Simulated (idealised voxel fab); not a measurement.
The following process module bears the name voxel quadruple lines.
For reference, the cross-section in this document is cut, with width 205 nm and square cells of 5 nm.
If you're reading a cross-section in this doc, picture square cells in a grid; it comes to you as bands, top ones listed first down to the bottom, and a band can be one or more rows of cells. Look at the band entry: it leads with the top's height and the bottom's height in nm. Then it lists the materials left to right, with a width in nm for each. The word "edge to edge" on a single material says that material fills the band edge to edge. The word "empty" is empty space. Height is counted from the level 0, under which the received wafer is composed throughout of one material. The lowest of the bands is not closed at the bottom but continues downward, in the notation "z 0 and below". Quick explanation for "30->40": the width changes in equal steps down the rows of cells, from the first number in the band's top row to the second number in its bottom row. A step reported as "no change occurred" is a step in which no cell of the cross-section changed. Any empty space of 8 cells or more lacking an open way to the top shows up in "Closed cavities" as width x height at distance, distance from the left edge, in nm. Whatever follows a step's settings on its line is a remark the simulator itself makes about that step. overlay nm: step with mask; distance mask lay right of planned place; negative value = left of planned place.
-- List of planned process steps
1 RECEIVE,material Si
2 CONFORMAL_DEP,material SiO2,thk nm 5
3 DIRECTIONAL_DEP,material Ru,thk nm 15
4 DIRECTIONAL_DEP,material polySi,thk nm 15
5 DIRECTIONAL_DEP,material aC,thk nm 20
6 PATTERN,tone cover,mask id MANDREL,material resist,width nm 20,pitch nm 60,thk nm 25,overlay nm 0
7 DIRECTIONAL_ETCH,etch materials aC,depth nm 20
8 STRIP,etch materials resist
9 CONFORMAL_DEP,material SiO2,thk nm 10
10 DIRECTIONAL_ETCH,etch materials SiO2,depth nm 10
11 STRIP,etch materials aC
12 DIRECTIONAL_ETCH,etch materials polySi,depth nm 15
13 STRIP,etch materials SiO2
14 CONFORMAL_DEP,material SiN,thk nm 5
15 DIRECTIONAL_ETCH,etch materials SiN,depth nm 5
16 STRIP,etch materials polySi
17 DIRECTIONAL_ETCH,etch materials Ru,depth nm 15
18 STRIP,etch materials SiN
-- This is the cross-section of the wafer as we received it, i.e. after step 1
z 0 and below: Si edge to edge
Closed cavities: none
-- Final cross-section, module run with one mistake (start and plan as above)
z 35 to 20: empty 45 | Ru 5 | empty 10 | Ru 5 | empty 10 | Ru 5 | empty 10 | Ru 5 | empty 10 | Ru 5 | empty 10 | Ru 5 | empty 10 | Ru 5 | empty 10 | Ru 5 | empty 50
z 20 to 5: Ru edge to edge
z 5 to 0: SiO2 edge to edge
z 0 and below: Si edge to edge
Closed cavities: none
What was done differently from what was planned? step 3 in the plan was executed twice
